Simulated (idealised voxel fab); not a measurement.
This section sets out a process module, namely voxel double patterning.
270 nm wide, 5 nm square cells: that's cross-section cut.
Notation: cross-section as square-cell grid; stated in bands, top first, going down; one or more cell rows per band.
What a band's entry tells you: where the top is and where the bottom is, as heights in nm, and after that what lies inside, material by material from left to right, each with its width in nm. Empty space is written as the word "empty", and a single material marked with the word "throughout" occupies the band from edge to edge.
Counting heights begins at 0, where everything beneath is, in the wafer as received, one material. The lowest band has no bottom; it goes on downwards, as "0..down" shows.
So if you see something like "30->40" for the width, read it as the top row of the band sitting at the first number and the bottom row at the second, with every row in between moving by the same amount as the last.
The designation "nothing was modified", where it is given for a processing step, indicates that no cell of the cross-section was altered in the course of that step.
Voids not open to the top, 8 cells minimum: see "Unvented voids". Written width x height at distance; distance is from the left edge; nm.
Read whatever lies past the settings on a step's line as the simulator's own remark about the step.
"overlay nm" denotes, for a step that has a mask, the displacement of the mask to the right of its planned place, with negative values corresponding to the left.
Note on reading: below, each pair holds a cross-section from before one process step and one from after it; the one from after shows only down to the lowest band that changed. Beneath the pair, the step in between is stated along with its settings. The pairs can stem from different runs of this module on the same starting wafer. Where a pair's entry headed "Status before step" says so, and only there, that pair continues from the pair above it.

STATUS BEFORE STEP
	30..25  75 of SiN, then 15 of empty, then 10 of SiN, then 15 of empty, then 10 of SiN, then 15 of empty, then 10 of SiN, then 15 of empty, then 10 of SiN, then 15 of empty, then 80 of SiN
	25..10  TiN throughout
	10..0  SiO2 throughout
	0..down  Si throughout
	Unvented voids: none

RESULTING STRUCTURE
	30..25  75 of SiN, then 15 of empty, then 10 of SiN, then 15 of empty, then 10 of SiN, then 15 of empty, then 10 of SiN, then 15 of empty, then 10 of SiN, then 15 of empty, then 80 of SiN
	25..10  75 of TiN, then 15 of empty, then 10 of TiN, then 15 of empty, then 10 of TiN, then 15 of empty, then 10 of TiN, then 15 of empty, then 10 of TiN, then 15 of empty, then 80 of TiN
	Note: structure below 10 unchanged.
	Unvented voids: none
Step linking the sections shown: DIRECTIONAL_ETCH,etch materials TiN,depth nm 20

Status before step: = after-state of the pair above.

RESULTING STRUCTURE
	25..10  75 of TiN, then 15 of empty, then 10 of TiN, then 15 of empty, then 10 of TiN, then 15 of empty, then 10 of TiN, then 15 of empty, then 10 of TiN, then 15 of empty, then 80 of TiN
	Note: structure below 10 unchanged.
	Unvented voids: none
Step linking the sections shown: STRIP,etch materials SiN

STATUS BEFORE STEP
	45..35  aC throughout
	35..30  SiN throughout
	30..10  TiN throughout
	10..0  SiO2 throughout
	0..down  Si throughout
	Unvented voids: none

RESULTING STRUCTURE
	75..45  70 of resist, then 25 of empty, then 25 of resist, then 25 of empty, then 25 of resist, then 25 of empty, then 75 of resist
	Note: structure below 45 unchanged.
	Unvented voids: none
Step linking the sections shown: PATTERN,tone open,mask id FIRST,material resist,width nm 25,pitch nm 50,thk nm 30,overlay nm 0

Status before step: = after-state of the pair above.

RESULTING STRUCTURE
	65..45  70 of resist, then 25 of empty, then 25 of resist, then 25 of empty, then 25 of resist, then 25 of empty, then 75 of resist
	45..35  70 of aC, then 25 of empty, then 25 of aC, then 25 of empty, then 25 of aC, then 25 of empty, then 75 of aC
	Note: structure below 35 unchanged.
	Unvented voids: none
Step linking the sections shown: DIRECTIONAL_ETCH,etch materials aC,depth nm 10

Status before step: = after-state of the pair above.

RESULTING STRUCTURE
	45..35  70 of aC, then 25 of empty, then 25 of aC, then 25 of empty, then 25 of aC, then 25 of empty, then 75 of aC
	Note: structure below 35 unchanged.
	Unvented voids: none
Step linking the sections shown: STRIP,etch materials resist

Status before step: = after-state of the pair above.

RESULTING STRUCTURE
	45..35  70 of aC, then 25 of empty, then 25 of aC, then 25 of empty, then 25 of aC, then 25 of empty, then 75 of aC
	35..30  70 of SiN, then 25 of empty, then 25 of SiN, then 25 of empty, then 25 of SiN, then 25 of empty, then 75 of SiN
	Note: structure below 30 unchanged.
	Unvented voids: none
Step linking the sections shown: DIRECTIONAL_ETCH,etch materials SiN,depth nm 5

Status before step: = after-state of the pair above.

RESULTING STRUCTURE
	35..30  70 of SiN, then 25 of empty, then 25 of SiN, then 25 of empty, then 25 of SiN, then 25 of empty, then 75 of SiN
	Note: structure below 30 unchanged.
	Unvented voids: none
Step linking the sections shown: STRIP,etch materials aC

Status before step: = after-state of the pair above.

RESULTING STRUCTURE
	45..40  70 of aC, then 25 of empty, then 25 of aC, then 25 of empty, then 25 of aC, then 25 of empty, then 75 of aC
	40..35  aC throughout
	35..30  70 of SiN, then 25 of aC, then 25 of SiN, then 25 of aC, then 25 of SiN, then 25 of aC, then 75 of SiN
	Note: structure below 30 unchanged.
	Unvented voids: none
Step linking the sections shown: DIRECTIONAL_DEP,material aC,thk nm 10

Status before step: = after-state of the pair above.

RESULTING STRUCTURE
	75..45  100 of resist, then 15 of empty, then 35 of resist, then 15 of empty, then 105 of resist
	45..40  70 of aC, then 25 of resist, then 25 of aC, then 25 of resist, then 25 of aC, then 25 of resist, then 75 of aC
	Note: structure below 40 unchanged.
	Unvented voids: none
Step linking the sections shown: PATTERN,tone open,mask id SECOND,material resist,width nm 15,pitch nm 50,thk nm 30,overlay nm 0

Status before step: = after-state of the pair above.

RESULTING STRUCTURE
	65..45  100 of resist, then 15 of empty, then 35 of resist, then 15 of empty, then 105 of resist
	45..40  70 of aC, then 25 of resist, then 5 of aC, then 15 of empty, then 5 of aC, then 25 of resist, then 5 of aC, then 15 of empty, then 5 of aC, then 25 of resist, then 75 of aC
	40..35  100 of aC, then 15 of empty, then 35 of aC, then 15 of empty, then 105 of aC
	Note: structure below 35 unchanged.
	Unvented voids: none
Step linking the sections shown: DIRECTIONAL_ETCH,etch materials aC,depth nm 10

Status before step: = after-state of the pair above.

RESULTING STRUCTURE
	45..40  70 of aC, then 25 of empty, then 5 of aC, then 15 of empty, then 5 of aC, then 25 of empty, then 5 of aC, then 15 of empty, then 5 of aC, then 25 of empty, then 75 of aC
	Note: structure below 40 unchanged.
	Unvented voids: none
Step linking the sections shown: STRIP,etch materials resist

Status before step: = after-state of the pair above.

RESULTING STRUCTURE
	45..40  70 of aC, then 25 of empty, then 5 of aC, then 15 of empty, then 5 of aC, then 25 of empty, then 5 of aC, then 15 of empty, then 5 of aC, then 25 of empty, then 75 of aC
	40..35  100 of aC, then 15 of empty, then 35 of aC, then 15 of empty, then 105 of aC
	35..30  70 of SiN, then 25 of aC, then 5 of SiN, then 15 of empty, then 5 of SiN, then 25 of aC, then 5 of SiN, then 15 of empty, then 5 of SiN, then 25 of aC, then 75 of SiN
	Note: structure below 30 unchanged.
	Unvented voids: none
Step linking the sections shown: DIRECTIONAL_ETCH,etch materials SiN,depth nm 5

Status before step: = after-state of the pair above.

RESULTING STRUCTURE
	35..30  70 of SiN, then 25 of empty, then 5 of SiN, then 15 of empty, then 5 of SiN, then 25 of empty, then 5 of SiN, then 15 of empty, then 5 of SiN, then 25 of empty, then 75 of SiN
	Note: structure below 30 unchanged.
	Unvented voids: none
Step linking the sections shown: STRIP,etch materials aC

Status before step: = after-state of the pair above.

RESULTING STRUCTURE
	35..30  70 of SiN, then 25 of empty, then 5 of SiN, then 15 of empty, then 5 of SiN, then 25 of empty, then 5 of SiN, then 15 of empty, then 5 of SiN, then 25 of empty, then 75 of SiN
	30..10  70 of TiN, then 25 of empty, then 5 of TiN, then 15 of empty, then 5 of TiN, then 25 of empty, then 5 of TiN, then 15 of empty, then 5 of TiN, then 25 of empty, then 75 of TiN
	Note: structure below 10 unchanged.
	Unvented voids: none
Step linking the sections shown: DIRECTIONAL_ETCH,etch materials TiN,depth nm 20

Status before step: = after-state of the pair above.

RESULTING STRUCTURE
	30..10  70 of TiN, then 25 of empty, then 5 of TiN, then 15 of empty, then 5 of TiN, then 25 of empty, then 5 of TiN, then 15 of empty, then 5 of TiN, then 25 of empty, then 75 of TiN
	Note: structure below 10 unchanged.
	Unvented voids: none
Step linking the sections shown: STRIP,etch materials SiN

STATUS BEFORE STEP
	45..35  aC throughout
	35..30  SiN throughout
	30..10  TiN throughout
	10..0  SiO2 throughout
	0..down  Si throughout
	Unvented voids: none

RESULTING STRUCTURE
	75..45  65 of resist, then 15 of empty, then 35 of resist, then 15 of empty, then 35 of resist, then 15 of empty, then 90 of resist
	Note: structure below 45 unchanged.
	Unvented voids: none
Step linking the sections shown: PATTERN,tone open,mask id FIRST,material resist,width nm 15,pitch nm 50,thk nm 30,overlay nm -10

Status before step: = after-state of the pair above.

RESULTING STRUCTURE
	65..45  65 of resist, then 15 of empty, then 35 of resist, then 15 of empty, then 35 of resist, then 15 of empty, then 90 of resist
	45..35  65 of aC, then 15 of empty, then 35 of aC, then 15 of empty, then 35 of aC, then 15 of empty, then 90 of aC
	Note: structure below 35 unchanged.
	Unvented voids: none
Step linking the sections shown: DIRECTIONAL_ETCH,etch materials aC,depth nm 10

Status before step: = after-state of the pair above.

RESULTING STRUCTURE
	45..35  65 of aC, then 15 of empty, then 35 of aC, then 15 of empty, then 35 of aC, then 15 of empty, then 90 of aC
	Note: structure below 35 unchanged.
	Unvented voids: none
Step linking the sections shown: STRIP,etch materials resist

Status before step: = after-state of the pair above.

RESULTING STRUCTURE
	45..35  65 of aC, then 15 of empty, then 35 of aC, then 15 of empty, then 35 of aC, then 15 of empty, then 90 of aC
	35..30  65 of SiN, then 15 of empty, then 35 of SiN, then 15 of empty, then 35 of SiN, then 15 of empty, then 90 of SiN
	Note: structure below 30 unchanged.
	Unvented voids: none
Step linking the sections shown: DIRECTIONAL_ETCH,etch materials SiN,depth nm 5

Status before step: = after-state of the pair above.

RESULTING STRUCTURE
	35..30  65 of SiN, then 15 of empty, then 35 of SiN, then 15 of empty, then 35 of SiN, then 15 of empty, then 90 of SiN
	Note: structure below 30 unchanged.
	Unvented voids: none
Step linking the sections shown: STRIP,etch materials aC

Status before step: = after-state of the pair above.

RESULTING STRUCTURE
	45..40  65 of aC, then 15 of empty, then 35 of aC, then 15 of empty, then 35 of aC, then 15 of empty, then 90 of aC
	40..35  aC throughout
	35..30  65 of SiN, then 15 of aC, then 35 of SiN, then 15 of aC, then 35 of SiN, then 15 of aC, then 90 of SiN
	Note: structure below 30 unchanged.
	Unvented voids: none
Step linking the sections shown: DIRECTIONAL_DEP,material aC,thk nm 10

Status before step: = after-state of the pair above.

RESULTING STRUCTURE
	75..45  100 of resist, then 15 of empty, then 35 of resist, then 15 of empty, then 105 of resist
	45..40  65 of aC, then 15 of resist, then 35 of aC, then 15 of resist, then 35 of aC, then 15 of resist, then 90 of aC
	Note: structure below 40 unchanged.
	Unvented voids: none
Step linking the sections shown: PATTERN,tone open,mask id SECOND,material resist,width nm 15,pitch nm 50,thk nm 30,overlay nm 0

Status before step: = after-state of the pair above.

RESULTING STRUCTURE
	65..45  100 of resist, then 15 of empty, then 35 of resist, then 15 of empty, then 105 of resist
	45..40  65 of aC, then 15 of resist, then 20 of aC, then 15 of empty, then 15 of resist, then 20 of aC, then 15 of empty, then 15 of resist, then 90 of aC
	40..35  100 of aC, then 15 of empty, then 35 of aC, then 15 of empty, then 105 of aC
	Note: structure below 35 unchanged.
	Unvented voids: none
Step linking the sections shown: DIRECTIONAL_ETCH,etch materials aC,depth nm 10

Status before step: = after-state of the pair above.

RESULTING STRUCTURE
	45..40  65 of aC, then 15 of empty, then 20 of aC, then 30 of empty, then 20 of aC, then 30 of empty, then 90 of aC
	Note: structure below 40 unchanged.
	Unvented voids: none
Step linking the sections shown: STRIP,etch materials resist

Status before step: = after-state of the pair above.

RESULTING STRUCTURE
	45..40  65 of aC, then 15 of empty, then 20 of aC, then 30 of empty, then 20 of aC, then 30 of empty, then 90 of aC
	40..35  100 of aC, then 15 of empty, then 35 of aC, then 15 of empty, then 105 of aC
	35..30  65 of SiN, then 15 of aC, then 20 of SiN, then 15 of empty, then 15 of aC, then 20 of SiN, then 15 of empty, then 15 of aC, then 90 of SiN
	Note: structure below 30 unchanged.
	Unvented voids: none
Step linking the sections shown: DIRECTIONAL_ETCH,etch materials SiN,depth nm 5

Status before step: = after-state of the pair above.

RESULTING STRUCTURE
	35..30  65 of SiN, then 15 of empty, then 20 of SiN, then 30 of empty, then 20 of SiN, then 30 of empty, then 90 of SiN
	Note: structure below 30 unchanged.
	Unvented voids: none
Step linking the sections shown: STRIP,etch materials aC

Status before step: = after-state of the pair above.

RESULTING STRUCTURE
	35..30  65 of SiN, then 15 of empty, then 20 of SiN, then 30 of empty, then 20 of SiN, then 30 of empty, then 90 of SiN
	30..10  65 of TiN, then 15 of empty, then 20 of TiN, then 30 of empty, then 20 of TiN, then 30 of empty, then 90 of TiN
	Note: structure below 10 unchanged.
	Unvented voids: none
Step linking the sections shown: DIRECTIONAL_ETCH,etch materials TiN,depth nm 20

Status before step: = after-state of the pair above.

RESULTING STRUCTURE
	30..10  65 of TiN, then 15 of empty, then 20 of TiN, then 30 of empty, then 20 of TiN, then 30 of empty, then 90 of TiN
	Note: structure below 10 unchanged.
	Unvented voids: none
Step linking the sections shown: STRIP,etch materials SiN

STATUS BEFORE STEP
	30..10  TiN throughout
	10..0  SiO2 throughout
	0..down  Si throughout
	Unvented voids: none

RESULTING STRUCTURE
	35..30  SiO2 throughout
	Note: structure below 30 unchanged.
	Unvented voids: none
Step linking the sections shown: DIRECTIONAL_DEP,material SiO2,thk nm 5

Status before step: = after-state of the pair above.

RESULTING STRUCTURE
	45..35  aC throughout
	Note: structure below 35 unchanged.
	Unvented voids: none
Step linking the sections shown: DIRECTIONAL_DEP,material aC,thk nm 10

Status before step: = after-state of the pair above.

RESULTING STRUCTURE
	75..45  75 of resist, then 15 of empty, then 35 of resist, then 15 of empty, then 35 of resist, then 15 of empty, then 80 of resist
	Note: structure below 45 unchanged.
	Unvented voids: none
Step linking the sections shown: PATTERN,tone open,mask id FIRST,material resist,width nm 15,pitch nm 50,thk nm 30,overlay nm 0

Status before step: = after-state of the pair above.

RESULTING STRUCTURE
	65..45  75 of resist, then 15 of empty, then 35 of resist, then 15 of empty, then 35 of resist, then 15 of empty, then 80 of resist
	45..35  75 of aC, then 15 of empty, then 35 of aC, then 15 of empty, then 35 of aC, then 15 of empty, then 80 of aC
	Note: structure below 35 unchanged.
	Unvented voids: none
Step linking the sections shown: DIRECTIONAL_ETCH,etch materials aC,depth nm 10

Status before step: = after-state of the pair above.

RESULTING STRUCTURE
	45..35  75 of aC, then 15 of empty, then 35 of aC, then 15 of empty, then 35 of aC, then 15 of empty, then 80 of aC
	Note: structure below 35 unchanged.
	Unvented voids: none
Step linking the sections shown: STRIP,etch materials resist

Status before step: = after-state of the pair above.

RESULTING STRUCTURE
	35..30  SiO2 throughout
	Note: structure below 30 unchanged.
	Unvented voids: none
Step linking the sections shown: STRIP,etch materials aC

STATUS BEFORE STEP
	45..35  aC throughout
	35..30  SiO2 throughout
	30..10  TiN throughout
	10..0  SiO2 throughout
	0..down  Si throughout
	Unvented voids: none

RESULTING STRUCTURE
	75..45  100 of resist, then 15 of empty, then 35 of resist, then 15 of empty, then 105 of resist
	Note: structure below 45 unchanged.
	Unvented voids: none
Step linking the sections shown: PATTERN,tone open,mask id SECOND,material resist,width nm 15,pitch nm 50,thk nm 30,overlay nm 0

Status before step: = after-state of the pair above.

RESULTING STRUCTURE
	65..45  100 of resist, then 15 of empty, then 35 of resist, then 15 of empty, then 105 of resist
	45..35  100 of aC, then 15 of empty, then 35 of aC, then 15 of empty, then 105 of aC
	Note: structure below 35 unchanged.
	Unvented voids: none
Step linking the sections shown: DIRECTIONAL_ETCH,etch materials aC,depth nm 10

Status before step: = after-state of the pair above.

RESULTING STRUCTURE
	45..35  100 of aC, then 15 of empty, then 35 of aC, then 15 of empty, then 105 of aC
	Note: structure below 35 unchanged.
	Unvented voids: none
Step linking the sections shown: STRIP,etch materials resist

Status before step: = after-state of the pair above.

RESULTING STRUCTURE
	35..30  SiO2 throughout
	Note: structure below 30 unchanged.
	Unvented voids: none
Step linking the sections shown: STRIP,etch materials aC

STATUS BEFORE STEP
	45..40  75 of aC, then 15 of empty, then 35 of aC, then 15 of empty, then 35 of aC, then 15 of empty, then 80 of aC
	40..35  aC throughout
	35..30  75 of SiN, then 15 of aC, then 35 of SiN, then 15 of aC, then 35 of SiN, then 15 of aC, then 80 of SiN
	30..10  TiN throughout
	10..0  SiO2 throughout
	0..down  Si throughout
	Unvented voids: none

RESULTING STRUCTURE
	75..45  100 of empty, then 15 of resist, then 35 of empty, then 15 of resist, then 105 of empty
	Note: structure below 45 unchanged.
	Unvented voids: none
Step linking the sections shown: PATTERN,tone cover,mask id SECOND,material resist,width nm 15,pitch nm 50,thk nm 30,overlay nm 0

Status before step: = after-state of the pair above.

RESULTING STRUCTURE
	65..45  100 of empty, then 15 of resist, then 35 of empty, then 15 of resist, then 105 of empty
	45..35  100 of empty, then 15 of aC, then 35 of empty, then 15 of aC, then 105 of empty
	35..30  75 of SiN, then 15 of empty, then 35 of SiN, then 15 of empty, then 35 of SiN, then 15 of empty, then 80 of SiN
	Note: structure below 30 unchanged.
	Unvented voids: none
Step linking the sections shown: DIRECTIONAL_ETCH,etch materials aC,depth nm 10

Status before step: = after-state of the pair above.

RESULTING STRUCTURE
	45..35  100 of empty, then 15 of aC, then 35 of empty, then 15 of aC, then 105 of empty
	Note: structure below 35 unchanged.
	Unvented voids: none
Step linking the sections shown: STRIP,etch materials resist

Status before step: = after-state of the pair above.

RESULTING STRUCTURE
	45..35  100 of empty, then 15 of aC, then 35 of empty, then 15 of aC, then 105 of empty
	35..30  100 of empty, then 15 of SiN, then 35 of empty, then 15 of SiN, then 105 of empty
	Note: structure below 30 unchanged.
	Unvented voids: none
Step linking the sections shown: DIRECTIONAL_ETCH,etch materials SiN,depth nm 5

Status before step: = after-state of the pair above.

RESULTING STRUCTURE
	35..30  100 of empty, then 15 of SiN, then 35 of empty, then 15 of SiN, then 105 of empty
	Note: structure below 30 unchanged.
	Unvented voids: none
Step linking the sections shown: STRIP,etch materials aC

Status before step: = after-state of the pair above.

RESULTING STRUCTURE
	35..30  100 of empty, then 15 of SiN, then 35 of empty, then 15 of SiN, then 105 of empty
	30..10  100 of empty, then 15 of TiN, then 35 of empty, then 15 of TiN, then 105 of empty
	Note: structure below 10 unchanged.
	Unvented voids: none
Step linking the sections shown: DIRECTIONAL_ETCH,etch materials TiN,depth nm 20

Status before step: = after-state of the pair above.

RESULTING STRUCTURE
	30..10  100 of empty, then 15 of TiN, then 35 of empty, then 15 of TiN, then 105 of empty
	Note: structure below 10 unchanged.
	Unvented voids: none
Step linking the sections shown: STRIP,etch materials SiN
